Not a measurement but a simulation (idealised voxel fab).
The following process module bears the name voxel transistor to metal.
It is cross-section cut that appears here, measuring 175 nm in width, its square cells being 5 nm in size.
Square cells in a grid make up a cross-section in this document, and the grid is given as bands, listed from the top down, each one or more rows of cells. Basically the band line says how high the top is and how high the bottom is, in nm, and then what's in it from left to right, every material with its width in nm. Empty space shows up as "empty", and if a single material carries "throughout" it runs the full band edge to edge. Height 0 is the level under which the wafer as received is all one material. The lowest band goes on downwards, as in "z 0 and below". The expression "30->40" gives the width at the extremes of the band, the first number at its top row of cells and the second at its bottom row, with the width changing by equal amounts from each row to the next in between. The cross-section has no changed cell in any step marked "identical to before". Enclosed cavity list: empty space of 8 cells or more with no open way to the top, each as width x height at its distance from the left edge, in nm. Where a step's line continues beyond its settings, the continuation is a remark by the simulator itself on that step. "overlay nm" on a masked step: distance the mask lay right of its planned place, negative for left. What follows is a series of pairs. Each pair shows a cross-section before one process step and the cross-section after it, and the after view is drawn only down to the lowest band that changed. Beneath each pair is the step that lies between the two, with its settings. Pairs may come from different runs of this module on the same starting wafer, so a pair continues from the one above it only where its entry headed "Pre-step" says so.
Pre-step
z 0 and below = Si throughout
Enclosed cavity list: none
Post-Step Geometry
z 5 to 0 = SiO2 throughout
Everything below 0 is unchanged.
Enclosed cavity list: none
Processing between the before and after sections above: CONFORMAL_DEP, material SiO2, thk nm 5
Pre-step: unchanged from the after cross-section in the pair immediately above; refer to that figure.
Post-Step Geometry
z 20 to 5 = SiN throughout
Everything below 5 is unchanged.
Enclosed cavity list: none
Processing between the before and after sections above: CONFORMAL_DEP, material SiN, thk nm 15
Pre-step: unchanged from the after cross-section in the pair immediately above; refer to that figure.
Post-Step Geometry
z 40 to 20 = empty 35, resist 105, empty 35
Everything below 20 is unchanged.
Enclosed cavity list: none
Processing between the before and after sections above: PATTERN, tone cover, mask id ACTIVE, material resist, width nm 105, thk nm 20, overlay nm 0
Pre-step: unchanged from the after cross-section in the pair immediately above; refer to that figure.
Post-Step Geometry
z 40 to 20 = empty 35, resist 105, empty 35
z 20 to 5 = empty 35, SiN 105, empty 35
Everything below 5 is unchanged.
Enclosed cavity list: none
Processing between the before and after sections above: DIRECTIONAL_ETCH, etch materials SiN, depth nm 15
Pre-step: unchanged from the after cross-section in the pair immediately above; refer to that figure.
Post-Step Geometry
z 40 to 20 = empty 35, resist 105, empty 35
z 20 to 5 = empty 35, SiN 105, empty 35
z 5 to 0 = empty 35, SiO2 105, empty 35
Everything below 0 is unchanged.
Enclosed cavity list: none
Processing between the before and after sections above: DIRECTIONAL_ETCH, etch materials SiO2, depth nm 5
Pre-step: unchanged from the after cross-section in the pair immediately above; refer to that figure.
Post-Step Geometry
z 40 to 20 = empty 35, resist 105, empty 35
z 20 to 5 = empty 35, SiN 105, empty 35
z 5 to 0 = empty 35, SiO2 105, empty 35
z 0 to -25 = empty 35, Si 105, empty 35
Everything below -25 is unchanged.
Enclosed cavity list: none
Processing between the before and after sections above: DIRECTIONAL_ETCH, etch materials Si, depth nm 25
Pre-step: unchanged from the after cross-section in the pair immediately above; refer to that figure.
Post-Step Geometry
z 20 to 5 = empty 35, SiN 105, empty 35
Everything below 5 is unchanged.
Enclosed cavity list: none
Processing between the before and after sections above: STRIP, etch materials resist
Pre-step: unchanged from the after cross-section in the pair immediately above; refer to that figure.
Post-Step Geometry
z 35 to 20 = SiO2 throughout
z 20 to 5 = SiO2 35, SiN 105, SiO2 35
z 5 to 0 = SiO2 throughout
z 0 to -25 = SiO2 35, Si 105, SiO2 35
Everything below -25 is unchanged.
Enclosed cavity list: none
Processing between the before and after sections above: FILL_DEP, material SiO2, thk nm 15
Pre-step: unchanged from the after cross-section in the pair immediately above; refer to that figure.
Post-Step Geometry
z 20 to 5 = SiO2 35, SiN 105, SiO2 35
Everything below 5 is unchanged.
Enclosed cavity list: none
Processing between the before and after sections above: CMP, height nm 20
Pre-step: unchanged from the after cross-section in the pair immediately above; refer to that figure.
Post-Step Geometry
z 20 to 15 = empty 35, SiN 105, empty 35
Everything below 15 is unchanged.
Enclosed cavity list: none
Processing between the before and after sections above: SELECTIVE_ETCH, etch materials SiO2, depth nm 5
Pre-step: unchanged from the after cross-section in the pair immediately above; refer to that figure.
Post-Step Geometry
z 15 to 5 = SiO2 35, empty 105, SiO2 35
Everything below 5 is unchanged.
Enclosed cavity list: none
Processing between the before and after sections above: STRIP, etch materials SiN
Pre-step: unchanged from the after cross-section in the pair immediately above; refer to that figure.
Post-Step Geometry
z 10 to 0 = SiO2 30, empty 115, SiO2 30
Everything below 0 is unchanged.
Enclosed cavity list: none
Processing between the before and after sections above: SELECTIVE_ETCH, etch materials SiO2, depth nm 5
Pre-step: unchanged from the after cross-section in the pair immediately above; refer to that figure.
Post-Step Geometry
z 10 to 0 = SiO2 30, empty 115, SiO2 30
z 0 to -5 = SiO2 throughout
Everything below -5 is unchanged.
Enclosed cavity list: none
Processing between the before and after sections above: OXIDIZE, depth nm 5
Pre-step: unchanged from the after cross-section in the pair immediately above; refer to that figure.
Post-Step Geometry
z 30 to 20 = polySi 30, empty 115, polySi 30
z 20 to 10 = polySi throughout
z 10 to 0 = SiO2 30, polySi 115, SiO2 30
Everything below 0 is unchanged.
Enclosed cavity list: none
Processing between the before and after sections above: DIRECTIONAL_DEP, material polySi, thk nm 20
Pre-step: unchanged from the after cross-section in the pair immediately above; refer to that figure.
Post-Step Geometry
z 40 to 30 = SiCN 30, empty 115, SiCN 30
z 30 to 20 = polySi 30, SiCN 115, polySi 30
Everything below 20 is unchanged.
Enclosed cavity list: none
Processing between the before and after sections above: DIRECTIONAL_DEP, material SiCN, thk nm 10
Pre-step: unchanged from the after cross-section in the pair immediately above; refer to that figure.
Post-Step Geometry
z 55 to 45 = aC 30, empty 115, aC 30
z 45 to 40 = aC throughout
z 40 to 30 = SiCN 30, aC 115, SiCN 30
Everything below 30 is unchanged.
Enclosed cavity list: none
Processing between the before and after sections above: DIRECTIONAL_DEP, material aC, thk nm 15
Pre-step: unchanged from the after cross-section in the pair immediately above; refer to that figure.
Post-Step Geometry
z 85 to 55 = empty 75, resist 25, empty 75
z 55 to 45 = aC 30, empty 45, resist 25, empty 45, aC 30
Everything below 45 is unchanged.
Enclosed cavity list: none
Processing between the before and after sections above: PATTERN, tone cover, mask id GATE, material resist, width nm 25, thk nm 30, overlay nm 0
Pre-step: unchanged from the after cross-section in the pair immediately above; refer to that figure.
Post-Step Geometry
z 70 to 45 = empty 75, resist 25, empty 75
z 45 to 40 = empty 75, aC 25, empty 75
z 40 to 30 = SiCN 30, empty 45, aC 25, empty 45, SiCN 30
Everything below 30 is unchanged.
Enclosed cavity list: none
Processing between the before and after sections above: DIRECTIONAL_ETCH, etch materials aC, depth nm 15
Pre-step: unchanged from the after cross-section in the pair immediately above; refer to that figure.
Post-Step Geometry
z 45 to 40 = empty 75, aC 25, empty 75
Everything below 40 is unchanged.
Enclosed cavity list: none
Processing between the before and after sections above: STRIP, etch materials resist
Pre-step: unchanged from the after cross-section in the pair immediately above; refer to that figure.
Post-Step Geometry
z 45 to 30 = empty 75, aC 25, empty 75
z 30 to 20 = polySi 30, empty 45, SiCN 25, empty 45, polySi 30
Everything below 20 is unchanged.
Enclosed cavity list: none
Processing between the before and after sections above: DIRECTIONAL_ETCH, etch materials SiCN, depth nm 20
Pre-step: unchanged from the after cross-section in the pair immediately above; refer to that figure.
Post-Step Geometry
z 45 to 30 = empty 75, aC 25, empty 75
z 30 to 20 = empty 75, SiCN 25, empty 75
z 20 to 10 = empty 75, polySi 25, empty 75
z 10 to 0 = SiO2 30, empty 45, polySi 25, empty 45, SiO2 30
Everything below 0 is unchanged.
Enclosed cavity list: none
Processing between the before and after sections above: DIRECTIONAL_ETCH, etch materials polySi, depth nm 30
Pre-step: unchanged from the after cross-section in the pair immediately above; refer to that figure.
Post-Step Geometry
z 30 to 20 = empty 75, SiCN 25, empty 75
Everything below 20 is unchanged.
Enclosed cavity list: none
Processing between the before and after sections above: STRIP, etch materials aC
Pre-step: unchanged from the after cross-section in the pair immediately above; refer to that figure.
Post-Step Geometry
z 35 to 30 = empty 70, SiN 35, empty 70
z 30 to 20 = empty 70, SiN 5, SiCN 25, SiN 5, empty 70
z 20 to 15 = empty 70, SiN 5, polySi 25, SiN 5, empty 70
z 15 to 10 = SiN 35, empty 35, SiN 5, polySi 25, SiN 5, empty 35, SiN 35
z 10 to 5 = SiO2 30, SiN 5, empty 35, SiN 5, polySi 25, SiN 5, empty 35, SiN 5, SiO2 30
z 5 to 0 = SiO2 30, SiN 45, polySi 25, SiN 45, SiO2 30
Everything below 0 is unchanged.
Enclosed cavity list: none
Processing between the before and after sections above: CONFORMAL_DEP, material SiN, thk nm 5
Pre-step: unchanged from the after cross-section in the pair immediately above; refer to that figure.
Post-Step Geometry
z 30 to 20 = empty 70, SiN 5, SiCN 25, SiN 5, empty 70
z 20 to 10 = empty 70, SiN 5, polySi 25, SiN 5, empty 70
z 10 to 0 = SiO2 30, SiN 5, empty 35, SiN 5, polySi 25, SiN 5, empty 35, SiN 5, SiO2 30
Everything below 0 is unchanged.
Enclosed cavity list: none
Processing between the before and after sections above: DIRECTIONAL_ETCH, etch materials SiN, depth nm 5
Pre-step: unchanged from the after cross-section in the pair immediately above; refer to that figure.
Post-Step Geometry
z 30 to 20 = empty 70, SiN 5, SiCN 25, SiN 5, empty 70
z 20 to 10 = empty 70, SiN 5, polySi 25, SiN 5, empty 70
z 10 to 5 = empty 30, SiN 5, empty 35, SiN 5, polySi 25, SiN 5, empty 35, SiN 5, empty 30
z 5 to 0 = SiO2 30, SiN 5, empty 35, SiN 5, polySi 25, SiN 5, empty 35, SiN 5, SiO2 30
z 0 to -5 = SiO2 35, empty 35, SiO2 35, empty 35, SiO2 35
Everything below -5 is unchanged.
Enclosed cavity list: none
Processing between the before and after sections above: DIRECTIONAL_ETCH, etch materials SiO2, depth nm 5
Pre-step: unchanged from the after cross-section in the pair immediately above; refer to that figure.
Post-Step Geometry
z 30 to 20 = empty 70, SiN 5, SiCN 25, SiN 5, empty 70
z 20 to 10 = empty 70, SiN 5, polySi 25, SiN 5, empty 70
z 10 to 5 = empty 30, SiN 5, empty 35, SiN 5, polySi 25, SiN 5, empty 35, SiN 5, empty 30
z 5 to 0 = SiO2 30, SiN 5, empty 35, SiN 5, polySi 25, SiN 5, empty 35, SiN 5, SiO2 30
z 0 to -5 = SiO2 35, SiGe 35, SiO2 35, SiGe 35, SiO2 35
Everything below -5 is unchanged.
Enclosed cavity list: none
Processing between the before and after sections above: EPI, material SiGe, thk nm 5
Pre-step: unchanged from the after cross-section in the pair immediately above; refer to that figure.
Post-Step Geometry
z 35 to 30 = SiO2 throughout
z 30 to 20 = SiO2 70, SiN 5, SiCN 25, SiN 5, SiO2 70
z 20 to 10 = SiO2 70, SiN 5, polySi 25, SiN 5, SiO2 70
z 10 to 0 = SiO2 30, SiN 5, SiO2 35, SiN 5, polySi 25, SiN 5, SiO2 35, SiN 5, SiO2 30
Everything below 0 is unchanged.
Enclosed cavity list: none
Processing between the before and after sections above: FILL_DEP, material SiO2, thk nm 5
Pre-step: unchanged from the after cross-section in the pair immediately above; refer to that figure.
Post-Step Geometry
z 20 to 10 = SiO2 70, SiN 5, polySi 25, SiN 5, SiO2 70
Everything below 10 is unchanged.
Enclosed cavity list: none
Processing between the before and after sections above: CMP, height nm 20
Pre-step: unchanged from the after cross-section in the pair immediately above; refer to that figure.
Post-Step Geometry
z 20 to 10 = SiO2 70, SiN 5, empty 25, SiN 5, SiO2 70
z 10 to 0 = SiO2 30, SiN 5, SiO2 35, SiN 5, empty 25, SiN 5, SiO2 35, SiN 5, SiO2 30
Everything below 0 is unchanged.
Enclosed cavity list: none
Processing between the before and after sections above: STRIP, etch materials polySi
Pre-step: unchanged from the after cross-section in the pair immediately above; refer to that figure.
Post-Step Geometry
z 20 to 15 = empty 70, SiN 5, empty 25, SiN 5, empty 70
z 15 to 10 = SiO2 70, SiN 5, empty 25, SiN 5, SiO2 70
z 10 to 0 = SiO2 30, SiN 5, SiO2 35, SiN 5, empty 25, SiN 5, SiO2 35, SiN 5, SiO2 30
z 0 to -5 = SiO2 35, SiGe 35, empty 35, SiGe 35, SiO2 35
Everything below -5 is unchanged.
Enclosed cavity list: none
Processing between the before and after sections above: SELECTIVE_ETCH, etch materials SiO2, depth nm 5
Pre-step: unchanged from the after cross-section in the pair immediately above; refer to that figure.
Post-Step Geometry
z 25 to 20 = empty 65, HfO2 15, empty 15, HfO2 15, empty 65
z 20 to 15 = HfO2 70, SiN 5, HfO2 5, empty 15, HfO2 5, SiN 5, HfO2 70
z 15 to 10 = SiO2 70, SiN 5, HfO2 5, empty 15, HfO2 5, SiN 5, SiO2 70
z 10 to 0 = SiO2 30, SiN 5, SiO2 35, SiN 5, HfO2 5, empty 15, HfO2 5, SiN 5, SiO2 35, SiN 5, SiO2 30
z 0 to -5 = SiO2 35, SiGe 35, HfO2 35, SiGe 35, SiO2 35
Everything below -5 is unchanged.
Enclosed cavity list: none
Processing between the before and after sections above: CONFORMAL_DEP, material HfO2, thk nm 5
Pre-step: unchanged from the after cross-section in the pair immediately above; refer to that figure.
Post-Step Geometry
z 30 to 25 = empty 60, TiN 25, empty 5, TiN 25, empty 60
z 25 to 20 = TiN 65, HfO2 15, TiN 5, empty 5, TiN 5, HfO2 15, TiN 65
z 20 to 15 = HfO2 70, SiN 5, HfO2 5, TiN 5, empty 5, TiN 5, HfO2 5, SiN 5, HfO2 70
z 15 to 10 = SiO2 70, SiN 5, HfO2 5, TiN 5, empty 5, TiN 5, HfO2 5, SiN 5, SiO2 70
z 10 to 5 = SiO2 30, SiN 5, SiO2 35, SiN 5, HfO2 5, TiN 5, empty 5, TiN 5, HfO2 5, SiN 5, SiO2 35, SiN 5, SiO2 30
z 5 to 0 = SiO2 30, SiN 5, SiO2 35, SiN 5, HfO2 5, TiN 15, HfO2 5, SiN 5, SiO2 35, SiN 5, SiO2 30
Everything below 0 is unchanged.
Enclosed cavity list: none
Processing between the before and after sections above: CONFORMAL_DEP, material TiN, thk nm 5
Pre-step: unchanged from the after cross-section in the pair immediately above; refer to that figure.
Post-Step Geometry
z 35 to 30 = W throughout
z 30 to 25 = W 60, TiN 25, W 5, TiN 25, W 60
z 25 to 20 = TiN 65, HfO2 15, TiN 5, W 5, TiN 5, HfO2 15, TiN 65
z 20 to 15 = HfO2 70, SiN 5, HfO2 5, TiN 5, W 5, TiN 5, HfO2 5, SiN 5, HfO2 70
z 15 to 10 = SiO2 70, SiN 5, HfO2 5, TiN 5, W 5, TiN 5, HfO2 5, SiN 5, SiO2 70
z 10 to 5 = SiO2 30, SiN 5, SiO2 35, SiN 5, HfO2 5, TiN 5, W 5, TiN 5, HfO2 5, SiN 5, SiO2 35, SiN 5, SiO2 30
Everything below 5 is unchanged.
Enclosed cavity list: none
Processing between the before and after sections above: FILL_DEP, material W, thk nm 5
Pre-step: unchanged from the after cross-section in the pair immediately above; refer to that figure.
Post-Step Geometry
z 15 to 10 = SiO2 70, SiN 5, HfO2 5, TiN 5, W 5, TiN 5, HfO2 5, SiN 5, SiO2 70
Everything below 10 is unchanged.
Enclosed cavity list: none
Processing between the before and after sections above: CMP, height nm 15
Pre-step: unchanged from the after cross-section in the pair immediately above; refer to that figure.
Post-Step Geometry
z 25 to 15 = SiO2 throughout
Everything below 15 is unchanged.
Enclosed cavity list: none
Processing between the before and after sections above: DIRECTIONAL_DEP, material SiO2, thk nm 10
Pre-step: unchanged from the after cross-section in the pair immediately above; refer to that figure.
Post-Step Geometry
z 40 to 25 = aC throughout
Everything below 25 is unchanged.
Enclosed cavity list: none
Processing between the before and after sections above: DIRECTIONAL_DEP, material aC, thk nm 15
Pre-step: unchanged from the after cross-section in the pair immediately above; refer to that figure.
Post-Step Geometry
z 70 to 40 = resist 40, empty 20, resist 55, empty 20, resist 40
Everything below 40 is unchanged.
Enclosed cavity list: none
Processing between the before and after sections above: PATTERN, tone open, mask id CONTACT, material resist, width nm 20, pitch nm 75, thk nm 30, overlay nm 0
Pre-step: unchanged from the after cross-section in the pair immediately above; refer to that figure.
Post-Step Geometry
z 55 to 40 = resist 40, empty 20, resist 55, empty 20, resist 40
z 40 to 25 = aC 40, empty 20, aC 55, empty 20, aC 40
Everything below 25 is unchanged.
Enclosed cavity list: none
Processing between the before and after sections above: DIRECTIONAL_ETCH, etch materials aC, depth nm 15
Pre-step: unchanged from the after cross-section in the pair immediately above; refer to that figure.
Post-Step Geometry
z 40 to 25 = aC 40, empty 20, aC 55, empty 20, aC 40
Everything below 25 is unchanged.
Enclosed cavity list: none
Processing between the before and after sections above: STRIP, etch materials resist
Pre-step: unchanged from the after cross-section in the pair immediately above; refer to that figure.
Post-Step Geometry
z 40 to 25 = aC 40, empty 20, aC 55, empty 20, aC 40
z 25 to 15 = SiO2 40, empty 20, SiO2 55, empty 20, SiO2 40
z 15 to 10 = SiO2 40, empty 20, SiO2 10, SiN 5, HfO2 5, TiN 5, W 5, TiN 5, HfO2 5, SiN 5, SiO2 10, empty 20, SiO2 40
z 10 to 5 = SiO2 30, SiN 5, SiO2 5, empty 20, SiO2 10, SiN 5, HfO2 5, TiN 5, W 5, TiN 5, HfO2 5, SiN 5, SiO2 10, empty 20, SiO2 5, SiN 5, SiO2 30
z 5 to 0 = SiO2 30, SiN 5, SiO2 5, empty 20, SiO2 10, SiN 5, HfO2 5, TiN 15, HfO2 5, SiN 5, SiO2 10, empty 20, SiO2 5, SiN 5, SiO2 30
Everything below 0 is unchanged.
Enclosed cavity list: none
Processing between the before and after sections above: DIRECTIONAL_ETCH, etch materials SiO2, depth nm 25
Pre-step: unchanged from the after cross-section in the pair immediately above; refer to that figure.
Post-Step Geometry
z 25 to 15 = SiO2 40, empty 20, SiO2 55, empty 20, SiO2 40
Everything below 15 is unchanged.
Enclosed cavity list: none
Processing between the before and after sections above: STRIP, etch materials aC
Pre-step: unchanged from the after cross-section in the pair immediately above; refer to that figure.
Post-Step Geometry
z 30 to 25 = TiN 45, empty 10, TiN 65, empty 10, TiN 45
z 25 to 15 = SiO2 40, TiN 5, empty 10, TiN 5, SiO2 55, TiN 5, empty 10, TiN 5, SiO2 40
z 15 to 10 = SiO2 40, TiN 5, empty 10, TiN 5, SiO2 10, SiN 5, HfO2 5, TiN 5, W 5, TiN 5, HfO2 5, SiN 5, SiO2 10, TiN 5, empty 10, TiN 5, SiO2 40
z 10 to 5 = SiO2 30, SiN 5, SiO2 5, TiN 5, empty 10, TiN 5, SiO2 10, SiN 5, HfO2 5, TiN 5, W 5, TiN 5, HfO2 5, SiN 5, SiO2 10, TiN 5, empty 10, TiN 5, SiO2 5, SiN 5, SiO2 30
z 5 to 0 = SiO2 30, SiN 5, SiO2 5, TiN 20, SiO2 10, SiN 5, HfO2 5, TiN 15, HfO2 5, SiN 5, SiO2 10, TiN 20, SiO2 5, SiN 5, SiO2 30
Everything below 0 is unchanged.
Enclosed cavity list: none
Processing between the before and after sections above: CONFORMAL_DEP, material TiN, thk nm 5
Pre-step: unchanged from the after cross-section in the pair immediately above; refer to that figure.
Post-Step Geometry
z 35 to 30 = W throughout
z 30 to 25 = TiN 45, W 10, TiN 65, W 10, TiN 45
z 25 to 15 = SiO2 40, TiN 5, W 10, TiN 5, SiO2 55, TiN 5, W 10, TiN 5, SiO2 40
z 15 to 10 = SiO2 40, TiN 5, W 10, TiN 5, SiO2 10, SiN 5, HfO2 5, TiN 5, W 5, TiN 5, HfO2 5, SiN 5, SiO2 10, TiN 5, W 10, TiN 5, SiO2 40
z 10 to 5 = SiO2 30, SiN 5, SiO2 5, TiN 5, W 10, TiN 5, SiO2 10, SiN 5, HfO2 5, TiN 5, W 5, TiN 5, HfO2 5, SiN 5, SiO2 10, TiN 5, W 10, TiN 5, SiO2 5, SiN 5, SiO2 30
Everything below 5 is unchanged.
Enclosed cavity list: none
Processing between the before and after sections above: FILL_DEP, material W, thk nm 5
Pre-step: unchanged from the after cross-section in the pair immediately above; refer to that figure.
Post-Step Geometry
z 25 to 15 = SiO2 40, TiN 5, W 10, TiN 5, SiO2 55, TiN 5, W 10, TiN 5, SiO2 40
Everything below 15 is unchanged.
Enclosed cavity list: none
Processing between the before and after sections above: CMP, height nm 25
Pre-step: unchanged from the after cross-section in the pair immediately above; refer to that figure.
Post-Step Geometry
z 30 to 25 = SiCN throughout
Everything below 25 is unchanged.
Enclosed cavity list: none
Processing between the before and after sections above: CONFORMAL_DEP, material SiCN, thk nm 5
Pre-step: unchanged from the after cross-section in the pair immediately above; refer to that figure.
Post-Step Geometry
z 45 to 30 = lowk throughout
Everything below 30 is unchanged.
Enclosed cavity list: none
Processing between the before and after sections above: DIRECTIONAL_DEP, material lowk, thk nm 15
Pre-step: unchanged from the after cross-section in the pair immediately above; refer to that figure.
Post-Step Geometry
z 60 to 45 = resist 40, empty 20, resist 55, empty 20, resist 40
Everything below 45 is unchanged.
Enclosed cavity list: none
Processing between the before and after sections above: PATTERN, tone open, mask id METAL_1, material resist, width nm 20, pitch nm 75, thk nm 15, overlay nm 0
Pre-step: unchanged from the after cross-section in the pair immediately above; refer to that figure.
Post-Step Geometry
z 60 to 45 = resist 40, empty 20, resist 55, empty 20, resist 40
z 45 to 30 = lowk 40, empty 20, lowk 55, empty 20, lowk 40
Everything below 30 is unchanged.
Enclosed cavity list: none
Processing between the before and after sections above: DIRECTIONAL_ETCH, etch materials lowk, depth nm 15
Pre-step: unchanged from the after cross-section in the pair immediately above; refer to that figure.
Post-Step Geometry
z 60 to 45 = resist 40, empty 20, resist 55, empty 20, resist 40
z 45 to 30 = lowk 40, empty 20, lowk 55, empty 20, lowk 40
z 30 to 25 = SiCN 40, empty 20, SiCN 55, empty 20, SiCN 40
Everything below 25 is unchanged.
Enclosed cavity list: none
Processing between the before and after sections above: DIRECTIONAL_ETCH, etch materials SiCN, depth nm 5
Pre-step: unchanged from the after cross-section in the pair immediately above; refer to that figure.
Post-Step Geometry
z 45 to 30 = lowk 40, empty 20, lowk 55, empty 20, lowk 40
Everything below 30 is unchanged.
Enclosed cavity list: none
Processing between the before and after sections above: STRIP, etch materials resist
Pre-step: unchanged from the after cross-section in the pair immediately above; refer to that figure.
Post-Step Geometry
z 50 to 45 = TiN 45, empty 10, TiN 65, empty 10, TiN 45
z 45 to 30 = lowk 40, TiN 5, empty 10, TiN 5, lowk 55, TiN 5, empty 10, TiN 5, lowk 40
z 30 to 25 = SiCN 40, TiN 20, SiCN 55, TiN 20, SiCN 40
Everything below 25 is unchanged.
Enclosed cavity list: none
Processing between the before and after sections above: CONFORMAL_DEP, material TiN, thk nm 5
Pre-step: unchanged from the after cross-section in the pair immediately above; refer to that figure.
Post-Step Geometry
z 60 to 50 = Ru throughout
z 50 to 45 = TiN 45, Ru 10, TiN 65, Ru 10, TiN 45
z 45 to 30 = lowk 40, TiN 5, Ru 10, TiN 5, lowk 55, TiN 5, Ru 10, TiN 5, lowk 40
Everything below 30 is unchanged.
Enclosed cavity list: none
Processing between the before and after sections above: FILL_DEP, material Ru, thk nm 10
Pre-step: unchanged from the after cross-section in the pair immediately above; refer to that figure.
Post-Step Geometry
z 45 to 30 = lowk 40, TiN 5, Ru 10, TiN 5, lowk 55, TiN 5, Ru 10, TiN 5, lowk 40
Everything below 30 is unchanged.
Enclosed cavity list: none
Processing between the before and after sections above: CMP, height nm 45
Pre-step: unchanged from the after cross-section in the pair immediately above; refer to that figure.
Post-Step Geometry
z 50 to 45 = SiCN throughout
Everything below 45 is unchanged.
Enclosed cavity list: none
Processing between the before and after sections above: CONFORMAL_DEP, material SiCN, thk nm 5
Pre-step: unchanged from the after cross-section in the pair immediately above; refer to that figure.
Post-Step Geometry
z 75 to 50 = lowk throughout
Everything below 50 is unchanged.
Enclosed cavity list: none
Processing between the before and after sections above: DIRECTIONAL_DEP, material lowk, thk nm 25
Pre-step: unchanged from the after cross-section in the pair immediately above; refer to that figure.
Post-Step Geometry
z 85 to 75 = aC throughout
Everything below 75 is unchanged.
Enclosed cavity list: none
Processing between the before and after sections above: DIRECTIONAL_DEP, material aC, thk nm 10
Pre-step: unchanged from the after cross-section in the pair immediately above; refer to that figure.
Post-Step Geometry
z 110 to 85 = resist 40, empty 20, resist 55, empty 20, resist 40
Everything below 85 is unchanged.
Enclosed cavity list: none
Processing between the before and after sections above: PATTERN, tone open, mask id METAL_2, material resist, width nm 20, pitch nm 75, thk nm 25, overlay nm 0
Pre-step: unchanged from the after cross-section in the pair immediately above; refer to that figure.
Post-Step Geometry
z 100 to 85 = resist 40, empty 20, resist 55, empty 20, resist 40
z 85 to 75 = aC 40, empty 20, aC 55, empty 20, aC 40
Everything below 75 is unchanged.
Enclosed cavity list: none
Processing between the before and after sections above: DIRECTIONAL_ETCH, etch materials aC, depth nm 10
Pre-step: unchanged from the after cross-section in the pair immediately above; refer to that figure.
Post-Step Geometry
z 85 to 75 = aC 40, empty 20, aC 55, empty 20, aC 40
Everything below 75 is unchanged.
Enclosed cavity list: none
Processing between the before and after sections above: STRIP, etch materials resist
Pre-step: unchanged from the after cross-section in the pair immediately above; refer to that figure.
Post-Step Geometry
z 85 to 75 = aC 40, empty 20, aC 55, empty 20, aC 40
z 75 to 60 = lowk 40, empty 20, lowk 55, empty 20, lowk 40
Everything below 60 is unchanged.
Enclosed cavity list: none
Processing between the before and after sections above: DIRECTIONAL_ETCH, etch materials lowk, depth nm 15
Pre-step: unchanged from the after cross-section in the pair immediately above; refer to that figure.
Post-Step Geometry
z 75 to 60 = lowk 40, empty 20, lowk 55, empty 20, lowk 40
Everything below 60 is unchanged.
Enclosed cavity list: none
Processing between the before and after sections above: STRIP, etch materials aC
Pre-step: unchanged from the after cross-section in the pair immediately above; refer to that figure.
Post-Step Geometry
z 95 to 75 = resist 40, empty 15, resist 60, empty 15, resist 45
z 75 to 60 = lowk 40, empty 15, resist 5, lowk 55, empty 15, resist 5, lowk 40
Everything below 60 is unchanged.
Enclosed cavity list: none
Processing between the before and after sections above: PATTERN, tone open, mask id METAL_2_HOLES, material resist, width nm 15, pitch nm 75, thk nm 20, overlay nm 0
Pre-step: unchanged from the after cross-section in the pair immediately above; refer to that figure.
Post-Step Geometry
z 95 to 75 = resist 40, empty 15, resist 60, empty 15, resist 45
z 75 to 60 = lowk 40, empty 15, resist 5, lowk 55, empty 15, resist 5, lowk 40
z 60 to 50 = lowk 40, empty 15, lowk 60, empty 15, lowk 45
Everything below 50 is unchanged.
Enclosed cavity list: none
Processing between the before and after sections above: DIRECTIONAL_ETCH, etch materials lowk, depth nm 10
Pre-step: unchanged from the after cross-section in the pair immediately above; refer to that figure.
Post-Step Geometry
z 95 to 75 = resist 40, empty 15, resist 60, empty 15, resist 45
z 75 to 60 = lowk 40, empty 15, resist 5, lowk 55, empty 15, resist 5, lowk 40
z 60 to 50 = lowk 40, empty 15, lowk 60, empty 15, lowk 45
z 50 to 45 = SiCN 40, empty 15, SiCN 60, empty 15, SiCN 45
Everything below 45 is unchanged.
Enclosed cavity list: none
Processing between the before and after sections above: DIRECTIONAL_ETCH, etch materials SiCN, depth nm 5
Pre-step: unchanged from the after cross-section in the pair immediately above; refer to that figure.
Post-Step Geometry
z 75 to 60 = lowk 40, empty 20, lowk 55, empty 20, lowk 40
Everything below 60 is unchanged.
Enclosed cavity list: none
Processing between the before and after sections above: STRIP, etch materials resist
Pre-step: unchanged from the after cross-section in the pair immediately above; refer to that figure.
Post-Step Geometry
z 80 to 75 = TiN 45, empty 10, TiN 65, empty 10, TiN 45
z 75 to 65 = lowk 40, TiN 5, empty 10, TiN 5, lowk 55, TiN 5, empty 10, TiN 5, lowk 40
z 65 to 60 = lowk 40, TiN 5, empty 5, TiN 10, lowk 55, TiN 5, empty 5, TiN 10, lowk 40
z 60 to 50 = lowk 40, TiN 5, empty 5, TiN 5, lowk 60, TiN 5, empty 5, TiN 5, lowk 45
z 50 to 45 = SiCN 40, TiN 15, SiCN 60, TiN 15, SiCN 45
Everything below 45 is unchanged.
Enclosed cavity list: none
Processing between the before and after sections above: CONFORMAL_DEP, material TiN, thk nm 5
Pre-step: unchanged from the after cross-section in the pair immediately above; refer to that figure.
Post-Step Geometry
z 85 to 80 = Ru throughout
z 80 to 75 = TiN 45, Ru 10, TiN 65, Ru 10, TiN 45
z 75 to 65 = lowk 40, TiN 5, Ru 10, TiN 5, lowk 55, TiN 5, Ru 10, TiN 5, lowk 40
z 65 to 60 = lowk 40, TiN 5, Ru 5, TiN 10, lowk 55, TiN 5, Ru 5, TiN 10, lowk 40
z 60 to 50 = lowk 40, TiN 5, Ru 5, TiN 5, lowk 60, TiN 5, Ru 5, TiN 5, lowk 45
Everything below 50 is unchanged.
Enclosed cavity list: none
Processing between the before and after sections above: FILL_DEP, material Ru, thk nm 5
Pre-step: unchanged from the after cross-section in the pair immediately above; refer to that figure.
Post-Step Geometry
z 75 to 65 = lowk 40, TiN 5, Ru 10, TiN 5, lowk 55, TiN 5, Ru 10, TiN 5, lowk 40
Everything below 65 is unchanged.
Enclosed cavity list: none
Processing between the before and after sections above: CMP, height nm 75
Pre-step: unchanged from the after cross-section in the pair immediately above; refer to that figure.
Post-Step Geometry
z 80 to 75 = SiCN throughout
Everything below 75 is unchanged.
Enclosed cavity list: none
Processing between the before and after sections above: CONFORMAL_DEP, material SiCN, thk nm 5
